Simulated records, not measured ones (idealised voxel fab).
process module | voxel fin reveal
cross-section cut | 285 nm wide | cells 5 nm
A cross-section is a grid of square cells, given in bands from the top down. A band is one or more rows of cells.
Each band's line starts with the height of the band's top and of its bottom, in nm. Then come its materials from left to right, each with its width in nm. One material with "throughout" fills the band from edge to edge. "air" is empty space.
Height 0 is the level under which the wafer as received is all one material. The lowest band goes on downwards, as in "0 down".
A width such as "30 to 40" changes by the same amount from each row of cells to the next, from the band's top row to its bottom row.
"no change" after a step means that no cell of the cross-section changed.
closed voids: empty space of 8 cells or more with no open way to the top, each as width x height at its distance from the left edge, in nm
after a step's settings: what the simulator itself notes on the step
overlay nm, on a step with a mask: how far to the right of its planned place the mask lay; to the left if negative
plan
1 op RECEIVE | material Si
2 op CONFORMAL_DEP | material SiN | thk nm 5
3 op MASKED_ETCH | tone cover | mask id FINS | width nm 15 | pitch nm 45 | etch materials SiN | depth nm 5 | overlay nm 0
4 op MASKED_ETCH | tone cover | mask id FINS | width nm 15 | pitch nm 45 | etch materials Si | depth nm 40 | overlay nm 0
5 op FILL_DEP | material SiO2 | thk nm 5
6 op CMP | height nm 5
7 op SELECTIVE_ETCH | etch materials SiO2 | depth nm 30
8 op STRIP | etch materials SiN
varied across the wafers: width nm of step 4. The plan shows the first wafer's value. All wafers start alike
first wafer as received, after step 1
  0 down: Si throughout
  closed voids: none
first wafer at the end, after step 8
  0 to -25: air 110 | Si 15 | air 30 | Si 15 | air 115
  -25 to -40: SiO2 110 | Si 15 | SiO2 30 | Si 15 | SiO2 115
  -40 down: Si throughout
  closed voids: none
last wafer at the end
  0 to -25: air 105 | Si 30 | air 15 | Si 30 | air 105
  -25 to -40: SiO2 105 | Si 30 | SiO2 15 | Si 30 | SiO2 105
  -40 down: Si throughout
  closed voids: none
each wafer at the end: cells of each material gained (+) or lost (-) since it was received, then its closed voids
width nm 15 | -408 Si | +153 SiO2 | closed voids: none
width nm 20 | -392 Si | +147 SiO2 | closed voids: none
width nm 25 | -376 Si | +141 SiO2 | closed voids: none
width nm 30 | -360 Si | +135 SiO2 | closed voids: none
